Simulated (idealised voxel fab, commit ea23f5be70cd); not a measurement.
The name of this process module is voxel capacitor over wiring.
FYI the section here is cut, 150 nm wide, cells are 5 nm squares.
Bands, listed from the top down, are how a cross-section gets written in this document; the cross-section itself is a grid of square cells, and a band is one or more rows of them. Look at the band entry: it leads with the top's height and the bottom's height in nm. Then it lists the materials left to right, with a width in nm for each. The word "edge to edge" on a single material says that material fills the band edge to edge. The word "empty" is empty space. It should be noted that heights are counted from 0, beneath which the wafer as supplied is of one material throughout, and that the lowest band possesses no lower boundary but continues downward, as written in "top 0, no bottom". Note: "30..40" means the width goes from the first number (top row of the band) to the second number (bottom row) in equal steps per row of cells. Where a step carries "remained the same", the cross-section came out of it unchanged, cell for cell. Any empty space of 8 cells or more lacking an open way to the top shows up in "Fully enclosed voids" as width x height at distance, distance from the left edge, in nm. Past the settings on a step's line: simulator remark, on that step. Regarding "overlay nm": on a step with a mask, it is the distance the mask lay to the right of its planned place; a negative value places it to the left.
Process steps foreseen in the plan:
1 RECEIVE (material Si)
2 CONFORMAL_DEP (material SiO2; thk nm 15)
3 CONFORMAL_DEP (material SiCN; thk nm 5)
4 DIRECTIONAL_DEP (material SiO2; thk nm 25)
5 PATTERN (tone open; mask id METAL_1; material resist; width nm 20; pitch nm 90; thk nm 15; overlay nm 0)
6 DIRECTIONAL_ETCH (etch materials SiO2; depth nm 25)
7 DIRECTIONAL_ETCH (etch materials SiCN; depth nm 5)
8 STRIP (etch materials resist)
9 CONFORMAL_DEP (material TiN; thk nm 5)
10 FILL_DEP (material W; thk nm 10)
11 CMP (height nm 45)
12 CONFORMAL_DEP (material SiCN; thk nm 5)
13 DIRECTIONAL_DEP (material lowk; thk nm 10)
14 MASKED_ETCH (tone open; mask id PLUG_1; width nm 15; etch materials lowk; depth nm 10; overlay nm 0)
15 MASKED_ETCH (tone open; mask id PLUG_1; width nm 15; etch materials SiCN; depth nm 5; overlay nm 0)
16 EPI (material Ru; thk nm 10)
17 EPI (material Ru; thk nm 5)
18 DIRECTIONAL_DEP (material TiN; thk nm 10)
19 DIRECTIONAL_DEP (material HfO2; thk nm 5)
20 DIRECTIONAL_DEP (material TiN; thk nm 10)
21 MASKED_ETCH (tone cover; mask id UPPER_PLATE; width nm 75; etch materials TiN; depth nm 10; overlay nm 0)
22 MASKED_ETCH (tone cover; mask id UPPER_PLATE; width nm 75; etch materials HfO2; depth nm 5; overlay nm 0)
23 DIRECTIONAL_DEP (material aC; thk nm 15)
24 PATTERN (tone cover; mask id LOWER_PLATE; material resist; width nm 85; thk nm 35; overlay nm 0)
25 DIRECTIONAL_ETCH (etch materials aC; depth nm 15)
26 STRIP (etch materials resist)
27 DIRECTIONAL_ETCH (etch materials TiN; depth nm 10)
28 STRIP (etch materials aC)
29 FILL_DEP (material SiO2; thk nm 20)
30 CMP (height nm 100)
31 MASKED_ETCH (tone open; mask id PLUG_2; width nm 15; etch materials SiO2; depth nm 15; overlay nm 0)
32 CONFORMAL_DEP (material TiN; thk nm 5)
33 FILL_DEP (material Cu; thk nm 5)
34 CMP (height nm 100)
35 CONFORMAL_DEP (material SiCN; thk nm 5)
First of two wafers: run as planned:
The cross-section here shows the wafer as received, i.e. in its state after step 1:
top 0, no bottom | Si edge to edge
Fully enclosed voids: none
Wafer xsec, post step 2:
top 15, bottom 0 | SiO2 edge to edge
Rest of section, below 0: as before.
Wafer xsec, post step 3:
top 20, bottom 15 | SiCN edge to edge
Rest of section, below 15: as before.
Wafer xsec, post step 4:
top 45, bottom 20 | SiO2 edge to edge
Rest of section, below 20: as before.
Wafer xsec, post step 5:
top 60, bottom 45 | resist: 20, then empty: 20, then resist: 70, then empty: 20, then resist: 20
Rest of section, below 45: as before.
Wafer xsec, post step 6:
top 60, bottom 45 | resist: 20, then empty: 20, then resist: 70, then empty: 20, then resist: 20
top 45, bottom 20 | SiO2: 20, then empty: 20, then SiO2: 70, then empty: 20, then SiO2: 20
Rest of section, below 20: as before.
Wafer xsec, post step 7:
top 60, bottom 45 | resist: 20, then empty: 20, then resist: 70, then empty: 20, then resist: 20
top 45, bottom 20 | SiO2: 20, then empty: 20, then SiO2: 70, then empty: 20, then SiO2: 20
top 20, bottom 15 | SiCN: 20, then empty: 20, then SiCN: 70, then empty: 20, then SiCN: 20
Rest of section, below 15: as before.
Wafer xsec, post step 8:
top 45, bottom 20 | SiO2: 20, then empty: 20, then SiO2: 70, then empty: 20, then SiO2: 20
Rest of section, below 20: as before.
Wafer xsec, post step 9:
top 50, bottom 45 | TiN: 25, then empty: 10, then TiN: 80, then empty: 10, then TiN: 25
top 45, bottom 20 | SiO2: 20, then TiN: 5, then empty: 10, then TiN: 5, then SiO2: 70, then TiN: 5, then empty: 10, then TiN: 5, then SiO2: 20
top 20, bottom 15 | SiCN: 20, then TiN: 20, then SiCN: 70, then TiN: 20, then SiCN: 20
Rest of section, below 15: as before.
Wafer xsec, post step 10:
top 60, bottom 50 | W edge to edge
top 50, bottom 45 | TiN: 25, then W: 10, then TiN: 80, then W: 10, then TiN: 25
top 45, bottom 20 | SiO2: 20, then TiN: 5, then W: 10, then TiN: 5, then SiO2: 70, then TiN: 5, then W: 10, then TiN: 5, then SiO2: 20
Rest of section, below 20: as before.
Wafer xsec, post step 11:
top 45, bottom 20 | SiO2: 20, then TiN: 5, then W: 10, then TiN: 5, then SiO2: 70, then TiN: 5, then W: 10, then TiN: 5, then SiO2: 20
Rest of section, below 20: as before.
Wafer xsec, post step 12:
top 50, bottom 45 | SiCN edge to edge
Rest of section, below 45: as before.
Wafer xsec, post step 13:
top 60, bottom 50 | lowk edge to edge
Rest of section, below 50: as before.
Wafer xsec, post step 14:
top 60, bottom 50 | lowk: 25, then empty: 15, then lowk: 110
Rest of section, below 50: as before.
Wafer xsec, post step 15:
top 60, bottom 50 | lowk: 25, then empty: 15, then lowk: 110
top 50, bottom 45 | SiCN: 25, then empty: 15, then SiCN: 110
Rest of section, below 45: as before.
Wafer xsec, post step 16:
top 60, bottom 55 | lowk: 25, then empty: 15, then lowk: 110
top 55, bottom 50 | lowk: 25, then Ru: 15, then lowk: 110
top 50, bottom 45 | SiCN: 25, then Ru: 15, then SiCN: 110
Rest of section, below 45: as before.
Wafer xsec, post step 17:
top 60, bottom 50 | lowk: 25, then Ru: 15, then lowk: 110
Rest of section, below 50: as before.
Wafer xsec, post step 18:
top 70, bottom 60 | TiN edge to edge
Rest of section, below 60: as before.
Wafer xsec, post step 19:
top 75, bottom 70 | HfO2 edge to edge
Rest of section, below 70: as before.
Wafer xsec, post step 20:
top 85, bottom 75 | TiN edge to edge
Rest of section, below 75: as before.
Wafer xsec, post step 21:
top 85, bottom 75 | empty: 25, then TiN: 75, then empty: 50
Rest of section, below 75: as before.
Wafer xsec, post step 22:
top 85, bottom 75 | empty: 25, then TiN: 75, then empty: 50
top 75, bottom 70 | empty: 25, then HfO2: 75, then empty: 50
Rest of section, below 70: as before.
Wafer xsec, post step 23:
top 100, bottom 85 | empty: 25, then aC: 75, then empty: 50
top 85, bottom 75 | aC: 25, then TiN: 75, then aC: 50
top 75, bottom 70 | aC: 25, then HfO2: 75, then aC: 50
Rest of section, below 70: as before.
Wafer xsec, post step 24:
top 135, bottom 100 | empty: 20, then resist: 85, then empty: 45
top 100, bottom 85 | empty: 20, then resist: 5, then aC: 75, then resist: 5, then empty: 45
Rest of section, below 85: as before.
Wafer xsec, post step 25:
top 120, bottom 100 | empty: 20, then resist: 85, then empty: 45
top 100, bottom 85 | empty: 20, then resist: 5, then aC: 75, then resist: 5, then empty: 45
top 85, bottom 75 | empty: 20, then aC: 5, then TiN: 75, then aC: 5, then empty: 45
top 75, bottom 70 | empty: 20, then aC: 5, then HfO2: 75, then aC: 5, then empty: 45
Rest of section, below 70: as before.
Wafer xsec, post step 26:
top 100, bottom 85 | empty: 25, then aC: 75, then empty: 50
Rest of section, below 85: as before.
Wafer xsec, post step 27:
top 100, bottom 85 | empty: 25, then aC: 75, then empty: 50
top 85, bottom 75 | empty: 20, then aC: 5, then TiN: 75, then aC: 5, then empty: 45
top 75, bottom 70 | empty: 20, then aC: 5, then HfO2: 75, then aC: 5, then empty: 45
top 70, bottom 60 | empty: 20, then TiN: 85, then empty: 45
Rest of section, below 60: as before.
Wafer xsec, post step 28:
top 85, bottom 75 | empty: 25, then TiN: 75, then empty: 50
top 75, bottom 70 | empty: 25, then HfO2: 75, then empty: 50
Rest of section, below 70: as before.
Wafer xsec, post step 29:
top 105, bottom 85 | SiO2 edge to edge
top 85, bottom 75 | SiO2: 25, then TiN: 75, then SiO2: 50
top 75, bottom 70 | SiO2: 25, then HfO2: 75, then SiO2: 50
top 70, bottom 60 | SiO2: 20, then TiN: 85, then SiO2: 45
Rest of section, below 60: as before.
Wafer xsec, post step 30:
top 100, bottom 85 | SiO2 edge to edge
Rest of section, below 85: as before.
Wafer xsec, post step 31:
top 100, bottom 85 | SiO2: 35, then empty: 15, then SiO2: 100
Rest of section, below 85: as before.
Wafer xsec, post step 32:
top 105, bottom 100 | TiN: 40, then empty: 5, then TiN: 105
top 100, bottom 90 | SiO2: 35, then TiN: 5, then empty: 5, then TiN: 5, then SiO2: 100
top 90, bottom 85 | SiO2: 35, then TiN: 15, then SiO2: 100
Rest of section, below 85: as before.
Wafer xsec, post step 33:
top 110, bottom 105 | Cu edge to edge
top 105, bottom 100 | TiN: 40, then Cu: 5, then TiN: 105
top 100, bottom 90 | SiO2: 35, then TiN: 5, then Cu: 5, then TiN: 5, then SiO2: 100
Rest of section, below 90: as before.
Wafer xsec, post step 34:
top 100, bottom 90 | SiO2: 35, then TiN: 5, then Cu: 5, then TiN: 5, then SiO2: 100
Rest of section, below 90: as before.
Wafer xsec, post step 35:
top 105, bottom 100 | SiCN edge to edge
Rest of section, below 100: as before.
Second wafer. Start and plan as for the first. One mistake made in running. Agrees with the first up to and including step 4:
when step 5 should have ended:
top 60, bottom 45 | empty: 20, then resist: 20, then empty: 70, then resist: 20, then empty: 20
Rest of section, below 45: as before.
when step 6 should have ended:
top 60, bottom 45 | empty: 20, then resist: 20, then empty: 70, then resist: 20, then empty: 20
top 45, bottom 20 | empty: 20, then SiO2: 20, then empty: 70, then SiO2: 20, then empty: 20
Rest of section, below 20: as before.
when step 7 should have ended:
top 60, bottom 45 | empty: 20, then resist: 20, then empty: 70, then resist: 20, then empty: 20
top 45, bottom 20 | empty: 20, then SiO2: 20, then empty: 70, then SiO2: 20, then empty: 20
top 20, bottom 15 | empty: 20, then SiCN: 20, then empty: 70, then SiCN: 20, then empty: 20
Rest of section, below 15: as before.
when step 8 should have ended:
top 45, bottom 20 | empty: 20, then SiO2: 20, then empty: 70, then SiO2: 20, then empty: 20
Rest of section, below 20: as before.
when step 9 should have ended:
top 50, bottom 45 | empty: 15, then TiN: 30, then empty: 60, then TiN: 30, then empty: 15
top 45, bottom 20 | empty: 15, then TiN: 5, then SiO2: 20, then TiN: 5, then empty: 60, then TiN: 5, then SiO2: 20, then TiN: 5, then empty: 15
top 20, bottom 15 | TiN: 20, then SiCN: 20, then TiN: 70, then SiCN: 20, then TiN: 20
Rest of section, below 15: as before.
when step 10 should have ended:
top 60, bottom 50 | W edge to edge
top 50, bottom 45 | W: 15, then TiN: 30, then W: 60, then TiN: 30, then W: 15
top 45, bottom 20 | W: 15, then TiN: 5, then SiO2: 20, then TiN: 5, then W: 60, then TiN: 5, then SiO2: 20, then TiN: 5, then W: 15
Rest of section, below 20: as before.
when step 11 should have ended:
top 45, bottom 20 | W: 15, then TiN: 5, then SiO2: 20, then TiN: 5, then W: 60, then TiN: 5, then SiO2: 20, then TiN: 5, then W: 15
Rest of section, below 20: as before.
when step 12 should have ended:
top 50, bottom 45 | SiCN edge to edge
Rest of section, below 45: as before.
when step 13 should have ended:
top 60, bottom 50 | lowk edge to edge
Rest of section, below 50: as before.
when step 14 should have ended:
top 60, bottom 50 | lowk: 25, then empty: 15, then lowk: 110
Rest of section, below 50: as before.
when step 15 should have ended:
top 60, bottom 50 | lowk: 25, then empty: 15, then lowk: 110
top 50, bottom 45 | SiCN: 25, then empty: 15, then SiCN: 110
Rest of section, below 45: as before.
when step 16 should have ended: remained the same
when step 17 should have ended: remained the same
when step 18 should have ended:
top 70, bottom 60 | TiN: 25, then empty: 15, then TiN: 110
top 60, bottom 55 | lowk: 25, then empty: 15, then lowk: 110
top 55, bottom 50 | lowk: 25, then TiN: 15, then lowk: 110
top 50, bottom 45 | SiCN: 25, then TiN: 15, then SiCN: 110
Rest of section, below 45: as before.
when step 19 should have ended:
top 75, bottom 70 | HfO2: 25, then empty: 15, then HfO2: 110
top 70, bottom 60 | TiN: 25, then empty: 15, then TiN: 110
top 60, bottom 55 | lowk: 25, then HfO2: 15, then lowk: 110
Rest of section, below 55: as before.
when step 20 should have ended:
top 85, bottom 75 | TiN: 25, then empty: 15, then TiN: 110
top 75, bottom 70 | HfO2: 25, then empty: 15, then HfO2: 110
top 70, bottom 60 | TiN edge to edge
Rest of section, below 60: as before.
when step 21 should have ended:
top 85, bottom 75 | empty: 40, then TiN: 60, then empty: 50
Rest of section, below 75: as before.
when step 22 should have ended:
top 85, bottom 75 | empty: 40, then TiN: 60, then empty: 50
top 75, bottom 70 | empty: 40, then HfO2: 60, then empty: 50
Rest of section, below 70: as before.
when step 23 should have ended:
top 100, bottom 85 | empty: 40, then aC: 60, then empty: 50
top 85, bottom 75 | aC: 40, then TiN: 60, then aC: 50
top 75, bottom 70 | aC: 40, then HfO2: 60, then aC: 50
Rest of section, below 70: as before.
when step 24 should have ended:
top 135, bottom 100 | empty: 20, then resist: 85, then empty: 45
top 100, bottom 85 | empty: 20, then resist: 20, then aC: 60, then resist: 5, then empty: 45
Rest of section, below 85: as before.
when step 25 should have ended:
top 120, bottom 100 | empty: 20, then resist: 85, then empty: 45
top 100, bottom 85 | empty: 20, then resist: 20, then aC: 60, then resist: 5, then empty: 45
top 85, bottom 75 | empty: 20, then aC: 20, then TiN: 60, then aC: 5, then empty: 45
top 75, bottom 70 | empty: 20, then aC: 20, then HfO2: 60, then aC: 5, then empty: 45
Rest of section, below 70: as before.
when step 26 should have ended:
top 100, bottom 85 | empty: 40, then aC: 60, then empty: 50
Rest of section, below 85: as before.
when step 27 should have ended:
top 100, bottom 85 | empty: 40, then aC: 60, then empty: 50
top 85, bottom 75 | empty: 20, then aC: 20, then TiN: 60, then aC: 5, then empty: 45
top 75, bottom 70 | empty: 20, then aC: 20, then HfO2: 60, then aC: 5, then empty: 45
top 70, bottom 60 | empty: 20, then TiN: 85, then empty: 45
Rest of section, below 60: as before.
when step 28 should have ended:
top 85, bottom 75 | empty: 40, then TiN: 60, then empty: 50
top 75, bottom 70 | empty: 40, then HfO2: 60, then empty: 50
Rest of section, below 70: as before.
when step 29 should have ended:
top 105, bottom 85 | SiO2 edge to edge
top 85, bottom 75 | SiO2: 40, then TiN: 60, then SiO2: 50
top 75, bottom 70 | SiO2: 40, then HfO2: 60, then SiO2: 50
top 70, bottom 60 | SiO2: 20, then TiN: 85, then SiO2: 45
Rest of section, below 60: as before.
when step 30 should have ended:
top 100, bottom 85 | SiO2 edge to edge
Rest of section, below 85: as before.
when step 31 should have ended:
top 100, bottom 85 | SiO2: 35, then empty: 15, then SiO2: 100
Rest of section, below 85: as before.
when step 32 should have ended:
top 105, bottom 100 | TiN: 40, then empty: 5, then TiN: 105
top 100, bottom 90 | SiO2: 35, then TiN: 5, then empty: 5, then TiN: 5, then SiO2: 100
top 90, bottom 85 | SiO2: 35, then TiN: 15, then SiO2: 100
Rest of section, below 85: as before.
when step 33 should have ended:
top 110, bottom 105 | Cu edge to edge
top 105, bottom 100 | TiN: 40, then Cu: 5, then TiN: 105
top 100, bottom 90 | SiO2: 35, then TiN: 5, then Cu: 5, then TiN: 5, then SiO2: 100
Rest of section, below 90: as before.
when step 34 should have ended:
top 100, bottom 90 | SiO2: 35, then TiN: 5, then Cu: 5, then TiN: 5, then SiO2: 100
Rest of section, below 90: as before.
when step 35 should have ended:
top 105, bottom 100 | SiCN edge to edge
Rest of section, below 100: as before.
Deviation noted in wafer processing: for step 5, the planned setting was not used; the step was instead run as PATTERN (tone cover; mask id METAL_1; material resist; width nm 20; pitch nm 90; thk nm 15; overlay nm 0)
Final wafer comparison in cells, second versus first, more or fewer per material: Ru -9; SiCN -14; SiO2 -61; TiN +14; W +70
